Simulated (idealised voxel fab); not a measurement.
process module | voxel wiring stack
cross-section cut | 230 nm wide | cells 5 nm
A cross-section is a grid of square cells, given in bands from the top down. A band is one or more rows of cells.
Each band's line starts with the height of the band's top and of its bottom, in nm. Then come its materials from left to right, each with its width in nm. One material with "throughout" fills the band from edge to edge. "air" is empty space.
Height 0 is the level under which the wafer as received is all one material. The lowest band goes on downwards, as in "0 down".
A width such as "30 to 40" changes by the same amount from each row of cells to the next, from the band's top row to its bottom row.
"no change" after a step means that no cell of the cross-section changed.
closed voids: empty space of 8 cells or more with no open way to the top, each as width x height at its distance from the left edge, in nm
after a step's settings: what the simulator itself notes on the step
overlay nm, on a step with a mask: how far to the right of its planned place the mask lay; to the left if negative
plan
1 op RECEIVE | material Si
2 op CONFORMAL_DEP | material SiO2 | thk nm 10
3 op DIRECTIONAL_DEP | material TiN | thk nm 5
4 op DIRECTIONAL_DEP | material W | thk nm 15
5 op MASKED_ETCH | tone cover | mask id METAL_1 | width nm 20 | pitch nm 60 | etch materials W | depth nm 15 | overlay nm 0
6 op MASKED_ETCH | tone cover | mask id METAL_1 | width nm 30 | pitch nm 60 | etch materials TiN | depth nm 5 | overlay nm 0
7 op FILL_DEP | material SiO2 | thk nm 5
8 op CMP | height nm 30
9 op CONFORMAL_DEP | material SiCN | thk nm 5
10 op DIRECTIONAL_DEP | material SiO2 | thk nm 25
11 op DIRECTIONAL_DEP | material aC | thk nm 10
12 op PATTERN | tone open | mask id METAL_2_HOLES | material resist | width nm 15 | pitch nm 60 | thk nm 25 | overlay nm 0
13 op DIRECTIONAL_ETCH | etch materials aC | depth nm 10
14 op STRIP | etch materials resist
15 op DIRECTIONAL_ETCH | etch materials SiO2 | depth nm 25
16 op STRIP | etch materials aC
17 op PATTERN | tone open | mask id METAL_2 | material resist | width nm 30 | pitch nm 60 | thk nm 20 | overlay nm 0
18 op DIRECTIONAL_ETCH | etch materials SiO2 | depth nm 15
19 op DIRECTIONAL_ETCH | etch materials SiCN | depth nm 5
20 op STRIP | etch materials resist
21 op CONFORMAL_DEP | material TiN | thk nm 5
22 op FILL_DEP | material Cu | thk nm 5
23 op CMP | height nm 60
24 op CONFORMAL_DEP | material SiCN | thk nm 5
varied across the wafers: width nm of step 5. The plan shows the first wafer's value. All wafers start alike
first wafer as received, after step 1
  0 down: Si throughout
  closed voids: none
each wafer at the end: cells of each material gained (+) or lost (-) since it was received, then its closed voids
width nm 20 | +33 Cu | +83 SiCN | +380 SiO2 | +66 TiN | +36 W | closed voids: none
width nm 25 | +33 Cu | +83 SiCN | +371 SiO2 | +66 TiN | +45 W | closed voids: none
width nm 30 | +33 Cu | +83 SiCN | +362 SiO2 | +66 TiN | +54 W | closed voids: none
width nm 35 | +33 Cu | +83 SiCN | +350 SiO2 | +69 TiN | +63 W | closed voids: none
width nm 40 | +33 Cu | +83 SiCN | +338 SiO2 | +72 TiN | +72 W | closed voids: none
width nm 45 | +33 Cu | +83 SiCN | +326 SiO2 | +75 TiN | +81 W | closed voids: none
